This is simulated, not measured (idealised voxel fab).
This is a process module. Its name is voxel trench capacitor.
Cross-sectional view cut (width: 245 nm; square cell size: 5 nm).
Notation: cross-section as square-cell grid; stated in bands, top first, going down; one or more cell rows per band. First you get the band's top height and its bottom height, in nm, and then the materials it's made of, left to right, with each width in nm. If you see a single material with "throughout", that one covers the band edge to edge. "empty" is empty space. Ref level 0: as-received wafer is one material below here. Bottom band extends down with no lower bound ("from 0 down"). A width such as "30 to 40" changes by the same amount from each row of cells to the next, from the band's top row to its bottom row. "all unchanged" (step): cross-section cells unchanged, all of them. So "Enclosed voids" is basically the list of trapped voids: any empty space of 8 cells or more that can't reach the top through an opening. They're written width x height at distance, the distance being from the left edge, and it's all nm. Text after the settings on a step's line: the simulator's own remark on that step. overlay nm, on a step with a mask: how far to the right of its planned place the mask lay; to the left if negative.
### The planned process steps are enumerated hereunder
1: RECEIVE | material Si
2: CONFORMAL_DEP | material SiN | thk nm 5
3: PATTERN | tone open | mask id TRENCH | material resist | width nm 25 | pitch nm 40 | thk nm 20 | overlay nm 0
4: DIRECTIONAL_ETCH | etch materials SiN | depth nm 5
5: DIRECTIONAL_ETCH | etch materials Si | depth nm 40
6: STRIP | etch materials resist
7: CONFORMAL_DEP | material Al2O3 | thk nm 5
8: CONFORMAL_DEP | material TiN | thk nm 5
9: FILL_DEP | material W | thk nm 10
10: CMP | height nm 5
### Step 1 complete: cross-section of the wafer as received
from 0 down = Si throughout
Enclosed voids: none
### Cross-sectional image of the first of two wafers at the end of the module, the run having proceeded as planned
from 5 to 0 = 70 nm SiN, then 5 nm Al2O3, then 5 nm TiN, then 5 nm W, then 5 nm TiN, then 5 nm Al2O3, then 15 nm SiN, then 5 nm Al2O3, then 5 nm TiN, then 5 nm W, then 5 nm TiN, then 5 nm Al2O3, then 15 nm SiN, then 5 nm Al2O3, then 5 nm TiN, then 5 nm W, then 5 nm TiN, then 5 nm Al2O3, then 70 nm SiN
from 0 to -30 = 70 nm Si, then 5 nm Al2O3, then 5 nm TiN, then 5 nm W, then 5 nm TiN, then 5 nm Al2O3, then 15 nm Si, then 5 nm Al2O3, then 5 nm TiN, then 5 nm W, then 5 nm TiN, then 5 nm Al2O3, then 15 nm Si, then 5 nm Al2O3, then 5 nm TiN, then 5 nm W, then 5 nm TiN, then 5 nm Al2O3, then 70 nm Si
from -30 to -35 = 70 nm Si, then 5 nm Al2O3, then 15 nm TiN, then 5 nm Al2O3, then 15 nm Si, then 5 nm Al2O3, then 15 nm TiN, then 5 nm Al2O3, then 15 nm Si, then 5 nm Al2O3, then 15 nm TiN, then 5 nm Al2O3, then 70 nm Si
from -35 to -40 = 70 nm Si, then 25 nm Al2O3, then 15 nm Si, then 25 nm Al2O3, then 15 nm Si, then 25 nm Al2O3, then 70 nm Si
from -40 down = Si throughout
Enclosed voids: none
### Cross-sectional view of the second of two wafers upon completion of the module. This wafer shared its starting condition and process plan with the first; one error was made during its execution
from 5 to 0 = 70 nm SiN, then 5 nm Al2O3, then 5 nm TiN, then 5 nm W, then 5 nm TiN, then 5 nm Al2O3, then 15 nm SiN, then 5 nm Al2O3, then 5 nm TiN, then 5 nm W, then 5 nm TiN, then 5 nm Al2O3, then 15 nm SiN, then 5 nm Al2O3, then 5 nm TiN, then 5 nm W, then 5 nm TiN, then 5 nm Al2O3, then 70 nm SiN
from 0 to -35 = 70 nm Si, then 5 nm Al2O3, then 5 nm TiN, then 5 nm W, then 5 nm TiN, then 5 nm Al2O3, then 15 nm Si, then 5 nm Al2O3, then 5 nm TiN, then 5 nm W, then 5 nm TiN, then 5 nm Al2O3, then 15 nm Si, then 5 nm Al2O3, then 5 nm TiN, then 5 nm W, then 5 nm TiN, then 5 nm Al2O3, then 70 nm Si
from -35 to -40 = 70 nm Si, then 5 nm Al2O3, then 15 nm TiN, then 5 nm Al2O3, then 15 nm Si, then 5 nm Al2O3, then 15 nm TiN, then 5 nm Al2O3, then 15 nm Si, then 5 nm Al2O3, then 15 nm TiN, then 5 nm Al2O3, then 70 nm Si
from -40 to -45 = 70 nm Si, then 25 nm Al2O3, then 15 nm Si, then 25 nm Al2O3, then 15 nm Si, then 25 nm Al2O3, then 70 nm Si
from -45 down = Si throughout
Enclosed voids: none
The mistake made against the process plan was this: step 5 deviated from plan and actually ran as DIRECTIONAL_ETCH | etch materials Si | depth nm 45
Final difference in cells, second wafer against first, listed per material as more or fewer: Al2O3 +6 | Si -15 | TiN +6 | W +3
